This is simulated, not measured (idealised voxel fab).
process module | voxel gate over fins
cross-section cut | 300 nm wide | cells 5 nm
A cross-section is a grid of square cells, given in bands from the top down. A band is one or more rows of cells.
Each band's line starts with the height of the band's top and of its bottom, in nm. Then come its materials from left to right, each with its width in nm. One material with "throughout" fills the band from edge to edge. "air" is empty space.
Height 0 is the level under which the wafer as received is all one material. The lowest band goes on downwards, as in "0 down".
A width such as "30 to 40" changes by the same amount from each row of cells to the next, from the band's top row to its bottom row.
"no change" after a step means that no cell of the cross-section changed.
closed voids: empty space of 8 cells or more with no open way to the top, each as width x height at its distance from the left edge, in nm
after a step's settings: what the simulator itself notes on the step
overlay nm, on a step with a mask: how far to the right of its planned place the mask lay; to the left if negative
plan
1 op RECEIVE | material Si
2 op CONFORMAL_DEP | material SiN | thk nm 10
3 op PATTERN | tone cover | mask id FINS | material resist | width nm 15 | pitch nm 40 | thk nm 15 | overlay nm 0
4 op DIRECTIONAL_ETCH | etch materials SiN | depth nm 10
5 op DIRECTIONAL_ETCH | etch materials Si | depth nm 30
6 op STRIP | etch materials resist
7 op OXIDIZE | depth nm 5
8 op FILL_DEP | material SiO2 | thk nm 15
9 op CMP | height nm 10
10 op SELECTIVE_ETCH | etch materials SiO2 | depth nm 20
11 op STRIP | etch materials SiN
12 op CONFORMAL_DEP | material HfO2 | thk nm 5
13 op CONFORMAL_DEP | material TiN | thk nm 5
14 op CONFORMAL_DEP | material TiAl | thk nm 5
15 op CONFORMAL_DEP | material TiN | thk nm 5
16 op FILL_DEP | material W | thk nm 10
17 op CMP | height nm 25
18 op CONFORMAL_DEP | material SiN | thk nm 10
varied across the wafers: width nm of step 3. The plan shows the first wafer's value. All wafers start alike
first wafer as received, after step 1
  0 down: Si throughout
  closed voids: none
first wafer at the end, after step 18
  35 to 25: SiN throughout
  25 to 20: W throughout
  20 to 15: W 105 | TiN 85 | W 110
  15 to 10: W 105 | TiN 5 | TiAl 35 | TiN 5 | TiAl 35 | TiN 5 | W 110
  10 to 5: TiN 110 | TiAl 5 | TiN 25 | TiAl 5 | TiN 5 | TiAl 5 | TiN 25 | TiAl 5 | TiN 115
  5 to 0: TiAl 115 | TiN 5 | HfO2 15 | TiN 5 | TiAl 15 | TiN 5 | HfO2 15 | TiN 5 | TiAl 120
  0 to -5: TiN 120 | HfO2 5 | Si 5 | HfO2 5 | TiN 25 | HfO2 5 | Si 5 | HfO2 5 | TiN 125
  -5 to -10: HfO2 125 | Si 5 | HfO2 35 | Si 5 | HfO2 130
  -10 to -35: SiO2 125 | Si 5 | SiO2 35 | Si 5 | SiO2 130
  -35 down: Si throughout
  closed voids: none
last wafer at the end
  35 to 25: SiN throughout
  25 to 20: W throughout
  20 to 15: W 100 | TiN 95 | W 105
  15 to 10: W 100 | TiN 5 | TiAl 85 | TiN 5 | W 105
  10 to 5: TiN 105 | TiAl 5 | TiN 35 | TiAl 5 | TiN 35 | TiAl 5 | TiN 110
  5 to 0: TiAl 110 | TiN 5 | HfO2 25 | TiN 5 | TiAl 5 | TiN 5 | HfO2 25 | TiN 5 | TiAl 115
  0 to -5: TiN 115 | HfO2 5 | Si 15 | HfO2 5 | TiN 15 | HfO2 5 | Si 15 | HfO2 5 | TiN 120
  -5 to -10: HfO2 120 | Si 15 | HfO2 25 | Si 15 | HfO2 125
  -10 to -35: SiO2 120 | Si 15 | SiO2 25 | Si 15 | SiO2 125
  -35 down: Si throughout
  closed voids: none
each wafer at the end: cells of each material gained (+) or lost (-) since it was received, then its closed voids
width nm 15 | +68 HfO2 | -406 Si | +120 SiN | +290 SiO2 | +68 TiAl | +134 TiN | +146 W | closed voids: none
width nm 20 | +68 HfO2 | -392 Si | +120 SiN | +280 SiO2 | +68 TiAl | +132 TiN | +144 W | closed voids: none
width nm 25 | +68 HfO2 | -378 Si | +120 SiN | +270 SiO2 | +66 TiAl | +132 TiN | +142 W | closed voids: none
